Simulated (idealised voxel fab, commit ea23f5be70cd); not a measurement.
process module | voxel plated lines
cross-section cut | 160 nm wide | cells 5 nm
A cross-section is a grid of square cells, given in bands from the top down. A band is one or more rows of cells.
Each band's line starts with the height of the band's top and of its bottom, in nm. Then come its materials from left to right, each with its width in nm. One material with "throughout" fills the band from edge to edge. "air" is empty space.
Height 0 is the level under which the wafer as received is all one material. The lowest band goes on downwards, as in "0 down".
A width such as "30 to 40" changes by the same amount from each row of cells to the next, from the band's top row to its bottom row.
"no change" after a step means that no cell of the cross-section changed.
closed voids: empty space of 8 cells or more with no open way to the top, each as width x height at its distance from the left edge, in nm
after a step's settings: what the simulator itself notes on the step
overlay nm, on a step with a mask: how far to the right of its planned place the mask lay; to the left if negative
plan
1 op RECEIVE | material Si
2 op CONFORMAL_DEP | material SiO2 | thk nm 5
3 op DIRECTIONAL_DEP | material TiN | thk nm 5
4 op PATTERN | tone open | mask id LINES | material resist | width nm 15 | pitch nm 30 | thk nm 25 | overlay nm 0
5 op EPI | material Ru | thk nm 5
6 op EPI | material Ru | thk nm 5
7 op STRIP | etch materials resist
8 op DIRECTIONAL_ETCH | etch materials TiN | depth nm 5
9 op CONFORMAL_DEP | material SiO2 | thk nm 5
as received, after step 1
  0 down: Si throughout
  closed voids: none
first wafer at the end, as planned
  25 to 20: air 50 | SiO2 25 | air 5 | SiO2 25 | air 55
  20 to 10: air 50 | SiO2 5 | Ru 15 | SiO2 5 | air 5 | SiO2 5 | Ru 15 | SiO2 5 | air 55
  10 to 5: SiO2 55 | TiN 15 | SiO2 15 | TiN 15 | SiO2 60
  5 to 0: SiO2 throughout
  0 down: Si throughout
  closed voids: none
second wafer at the end: like start, like plan, one mistake
  25 to 20: air 50 | TiN 25 | air 5 | TiN 25 | air 55
  20 to 10: air 50 | TiN 5 | Ru 15 | TiN 5 | air 5 | TiN 5 | Ru 15 | TiN 5 | air 55
  10 to 5: TiN throughout
  5 to 0: SiO2 throughout
  0 down: Si throughout
  closed voids: none
what went wrong: step 9 ran as: op CONFORMAL_DEP | material TiN | thk nm 5
at the end the second wafer has, in cells: 44 fewer of SiO2 | 44 more of TiN
